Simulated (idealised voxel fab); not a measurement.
process module | voxel self aligned contacts
cross-section cut | 220 nm wide | cells 5 nm
A cross-section is a grid of square cells, given in bands from the top down. A band is one or more rows of cells.
Each band's line starts with the height of the band's top and of its bottom, in nm. Then come its materials from left to right, each with its width in nm. One material with "throughout" fills the band from edge to edge. "air" is empty space.
Height 0 is the level under which the wafer as received is all one material. The lowest band goes on downwards, as in "0 down".
A width such as "30 to 40" changes by the same amount from each row of cells to the next, from the band's top row to its bottom row.
"no change" after a step means that no cell of the cross-section changed.
closed voids: empty space of 8 cells or more with no open way to the top, each as width x height at its distance from the left edge, in nm
after a step's settings: what the simulator itself notes on the step
overlay nm, on a step with a mask: how far to the right of its planned place the mask lay; to the left if negative
plan
1 op RECEIVE | material Si
2 op OXIDIZE | depth nm 5
3 op DIRECTIONAL_DEP | material polySi | thk nm 30
4 op DIRECTIONAL_DEP | material SiN | thk nm 25
5 op PATTERN | tone cover | mask id GATE | material resist | width nm 30 | pitch nm 70 | thk nm 15 | overlay nm 0
6 op DIRECTIONAL_ETCH | etch materials SiN | depth nm 25
7 op DIRECTIONAL_ETCH | etch materials polySi | depth nm 30
8 op STRIP | etch materials resist
9 op CONFORMAL_DEP | material SiN | thk nm 10
10 op DIRECTIONAL_ETCH | etch materials SiN | depth nm 10
11 op FILL_DEP | material SiO2 | thk nm 15
12 op CMP | height nm 60
13 op PATTERN | tone open | mask id CONTACT | material resist | width nm 50 | pitch nm 70 | thk nm 15 | overlay nm 0
14 op DIRECTIONAL_ETCH | etch materials SiO2 | depth nm 65
15 op STRIP | etch materials resist
16 op CONFORMAL_DEP | material TiN | thk nm 5
17 op FILL_DEP | material W | thk nm 10
18 op CMP | height nm 60
19 op CONFORMAL_DEP | material SiN | thk nm 5
first wafer, as planned
as received, after step 1
  0 down: Si throughout
  closed voids: none
after step 2
  0 to -5: SiO2 throughout
  below -5: unchanged
after step 3
  30 to 0: polySi throughout
  below 0: unchanged
after step 4
  55 to 30: SiN throughout
  below 30: unchanged
after step 5
  70 to 55: air 25 | resist 30 | air 40 | resist 30 | air 40 | resist 30 | air 25
  below 55: unchanged
after step 6
  70 to 55: air 25 | resist 30 | air 40 | resist 30 | air 40 | resist 30 | air 25
  55 to 30: air 25 | SiN 30 | air 40 | SiN 30 | air 40 | SiN 30 | air 25
  below 30: unchanged
after step 7
  70 to 55: air 25 | resist 30 | air 40 | resist 30 | air 40 | resist 30 | air 25
  55 to 30: air 25 | SiN 30 | air 40 | SiN 30 | air 40 | SiN 30 | air 25
  30 to 0: air 25 | polySi 30 | air 40 | polySi 30 | air 40 | polySi 30 | air 25
  below 0: unchanged
after step 8
  55 to 30: air 25 | SiN 30 | air 40 | SiN 30 | air 40 | SiN 30 | air 25
  below 30: unchanged
after step 9
  65 to 30: air 15 | SiN 50 | air 20 | SiN 50 | air 20 | SiN 50 | air 15
  30 to 10: air 15 | SiN 10 | polySi 30 | SiN 10 | air 20 | SiN 10 | polySi 30 | SiN 10 | air 20 | SiN 10 | polySi 30 | SiN 10 | air 15
  10 to 0: SiN 25 | polySi 30 | SiN 40 | polySi 30 | SiN 40 | polySi 30 | SiN 25
  below 0: unchanged
after step 10
  55 to 30: air 15 | SiN 50 | air 20 | SiN 50 | air 20 | SiN 50 | air 15
  30 to 0: air 15 | SiN 10 | polySi 30 | SiN 10 | air 20 | SiN 10 | polySi 30 | SiN 10 | air 20 | SiN 10 | polySi 30 | SiN 10 | air 15
  below 0: unchanged
after step 11
  70 to 55: SiO2 throughout
  55 to 30: SiO2 15 | SiN 50 | SiO2 20 | SiN 50 | SiO2 20 | SiN 50 | SiO2 15
  30 to 0: SiO2 15 | SiN 10 | polySi 30 | SiN 10 | SiO2 20 | SiN 10 | polySi 30 | SiN 10 | SiO2 20 | SiN 10 | polySi 30 | SiN 10 | SiO2 15
  below 0: unchanged
after step 12
  60 to 55: SiO2 throughout
  below 55: unchanged
after step 13
  75 to 60: resist 50 | air 50 | resist 20 | air 50 | resist 50
  below 60: unchanged
after step 14
  75 to 60: resist 50 | air 50 | resist 20 | air 50 | resist 50
  60 to 55: SiO2 50 | air 50 | SiO2 20 | air 50 | SiO2 50
  55 to 30: SiO2 15 | SiN 50 | air 20 | SiN 50 | air 20 | SiN 50 | SiO2 15
  30 to 0: SiO2 15 | SiN 10 | polySi 30 | SiN 10 | air 20 | SiN 10 | polySi 30 | SiN 10 | air 20 | SiN 10 | polySi 30 | SiN 10 | SiO2 15
  0 to -5: SiO2 65 | air 20 | SiO2 50 | air 20 | SiO2 65
  below -5: unchanged
after step 15
  60 to 55: SiO2 50 | air 50 | SiO2 20 | air 50 | SiO2 50
  below 55: unchanged
after step 16
  65 to 60: TiN 55 | air 40 | TiN 30 | air 40 | TiN 55
  60 to 55: SiO2 50 | TiN 20 | air 10 | TiN 20 | SiO2 20 | TiN 20 | air 10 | TiN 20 | SiO2 50
  55 to 30: SiO2 15 | SiN 50 | TiN 5 | air 10 | TiN 5 | SiN 50 | TiN 5 | air 10 | TiN 5 | SiN 50 | SiO2 15
  30 to 0: SiO2 15 | SiN 10 | polySi 30 | SiN 10 | TiN 5 | air 10 | TiN 5 | SiN 10 | polySi 30 | SiN 10 | TiN 5 | air 10 | TiN 5 | SiN 10 | polySi 30 | SiN 10 | SiO2 15
  0 to -5: SiO2 65 | TiN 20 | SiO2 50 | TiN 20 | SiO2 65
  below -5: unchanged
after step 17
  75 to 65: W throughout
  65 to 60: TiN 55 | W 40 | TiN 30 | W 40 | TiN 55
  60 to 55: SiO2 50 | TiN 20 | W 10 | TiN 20 | SiO2 20 | TiN 20 | W 10 | TiN 20 | SiO2 50
  55 to 30: SiO2 15 | SiN 50 | TiN 5 | W 10 | TiN 5 | SiN 50 | TiN 5 | W 10 | TiN 5 | SiN 50 | SiO2 15
  30 to 0: SiO2 15 | SiN 10 | polySi 30 | SiN 10 | TiN 5 | W 10 | TiN 5 | SiN 10 | polySi 30 | SiN 10 | TiN 5 | W 10 | TiN 5 | SiN 10 | polySi 30 | SiN 10 | SiO2 15
  below 0: unchanged
after step 18
  60 to 55: SiO2 50 | TiN 20 | W 10 | TiN 20 | SiO2 20 | TiN 20 | W 10 | TiN 20 | SiO2 50
  below 55: unchanged
after step 19
  65 to 60: SiN throughout
  below 60: unchanged
second wafer: like start, like plan, one mistake. Through step 3 it matches the first wafer
when step 4 should have ended
  80 to 30: SiN throughout
  below 30: unchanged
when step 5 should have ended
  95 to 80: air 25 | resist 30 | air 40 | resist 30 | air 40 | resist 30 | air 25
  below 80: unchanged
when step 6 should have ended
  95 to 80: air 25 | resist 30 | air 40 | resist 30 | air 40 | resist 30 | air 25
  80 to 55: air 25 | SiN 30 | air 40 | SiN 30 | air 40 | SiN 30 | air 25
  below 55: unchanged
when step 7 should have ended: no change
when step 8 should have ended
  80 to 55: air 25 | SiN 30 | air 40 | SiN 30 | air 40 | SiN 30 | air 25
  below 55: unchanged
when step 9 should have ended
  90 to 65: air 15 | SiN 50 | air 20 | SiN 50 | air 20 | SiN 50 | air 15
  65 to 30: SiN throughout
  below 30: unchanged
when step 10 should have ended
  80 to 55: air 15 | SiN 50 | air 20 | SiN 50 | air 20 | SiN 50 | air 15
  below 55: unchanged
when step 11 should have ended
  95 to 80: SiO2 throughout
  80 to 55: SiO2 15 | SiN 50 | SiO2 20 | SiN 50 | SiO2 20 | SiN 50 | SiO2 15
  below 55: unchanged
when step 12 should have ended
  60 to 55: SiO2 15 | SiN 50 | SiO2 20 | SiN 50 | SiO2 20 | SiN 50 | SiO2 15
  below 55: unchanged
when step 13 should have ended
  75 to 60: resist 50 | air 50 | resist 20 | air 50 | resist 50
  below 60: unchanged
when step 14 should have ended
  75 to 60: resist 50 | air 50 | resist 20 | air 50 | resist 50
  60 to 55: SiO2 15 | SiN 50 | air 20 | SiN 50 | air 20 | SiN 50 | SiO2 15
  below 55: unchanged
when step 15 should have ended
  60 to 55: SiO2 15 | SiN 50 | air 20 | SiN 50 | air 20 | SiN 50 | SiO2 15
  below 55: unchanged
when step 16 should have ended
  65 to 60: TiN 70 | air 10 | TiN 60 | air 10 | TiN 70
  60 to 55: SiO2 15 | SiN 50 | TiN 20 | SiN 50 | TiN 20 | SiN 50 | SiO2 15
  below 55: unchanged
when step 17 should have ended
  75 to 65: W throughout
  65 to 60: TiN 70 | W 10 | TiN 60 | W 10 | TiN 70
  below 60: unchanged
when step 18 should have ended
  60 to 55: SiO2 15 | SiN 50 | TiN 20 | SiN 50 | TiN 20 | SiN 50 | SiO2 15
  below 55: unchanged
when step 19 should have ended
  65 to 60: SiN throughout
  below 60: unchanged
what went wrong: step 4 was run twice
at the end the second wafer has, in cells: 28 more of SiN | 76 fewer of SiO2 | 60 fewer of TiN | 48 fewer of W | 156 more of polySi
